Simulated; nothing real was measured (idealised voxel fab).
The process module that follows is named voxel spacer lines.
The width of the displayed cross-section, cut, is 150 nm; its cells are square, with a size of 5 nm.
Cross-sections here: square-cell grids, written as top-down lists of bands, a band being one or more rows of cells.
Per band: top height and bottom height in nm, followed by the left-to-right materials and their widths in nm; "throughout" marks a single material spanning edge to edge, "empty" marks empty space.
For the purposes of this specification, 0 denotes the height below which the wafer in its as-received condition is composed wholly of one material, and the lowermost band, lacking a lower limit, extends downward without end, as expressed in "0 nm and below".
A width given as "30..40" starts at the first number in the band's top row and ends at the second number in its bottom row, shifting by an equal amount at every step from row to row.
Where a step carries "left unchanged", the cross-section came out of it unchanged, cell for cell.
Closed-off voids of 8+ cells (no open route to the top) go in "Sealed cavities", written width x height at distance from the left edge, in nm.
It should be noted that, on the line of a given step, the content following the step's settings is a remark produced by the simulator itself with respect to that step.
"overlay nm" on a masked step: distance the mask lay right of its planned place, negative for left.

### Intended process steps
| 1 | RECEIVE [material Si] |
| 2 | CONFORMAL_DEP [material Al2O3] [thk nm 5] |
| 3 | DIRECTIONAL_DEP [material SiN] [thk nm 20] |
| 4 | DIRECTIONAL_DEP [material aC] [thk nm 20] |
| 5 | PATTERN [tone cover] [mask id MANDREL] [material resist] [width nm 25] [pitch nm 80] [thk nm 30] [overlay nm 0] |
| 6 | DIRECTIONAL_ETCH [etch materials aC] [depth nm 20] |
| 7 | STRIP [etch materials resist] |
| 8 | CONFORMAL_DEP [material SiO2] [thk nm 15] |
| 9 | DIRECTIONAL_ETCH [etch materials SiO2] [depth nm 15] |
| 10 | STRIP [etch materials aC] |
| 11 | DIRECTIONAL_ETCH [etch materials SiN] [depth nm 20] |
| 12 | STRIP [etch materials SiO2] |

### Cross-section, incoming material, after step 1
0 nm and below | Si throughout
Sealed cavities: none

### Post-module cross-section of the first of two wafers (run per plan)
25 nm to 5 nm | empty (5)  SiN (15)  empty (25)  SiN (15)  empty (25)  SiN (15)  empty (25)  SiN (15)  empty (10)
5 nm to 0 nm | Al2O3 throughout
0 nm and below | Si throughout
Sealed cavities: none

### Now the second wafer, cross-sectioned at the end of the module. Nothing different at the start, nothing different in the plan compared with the first, just one mistake when it was actually run
35 nm to 15 nm | empty (5)  SiN (15)  empty (25)  SiN (15)  empty (25)  SiN (15)  empty (25)  SiN (15)  empty (10)
15 nm to 5 nm | SiN throughout
5 nm to 0 nm | Al2O3 throughout
0 nm and below | Si throughout
Sealed cavities: none
what went wrong: step 3 was not run as planned; what actually ran was DIRECTIONAL_DEP [material SiN] [thk nm 30]
End of process, cell counts, second wafer against first, materials with more or fewer: SiN: 60 more
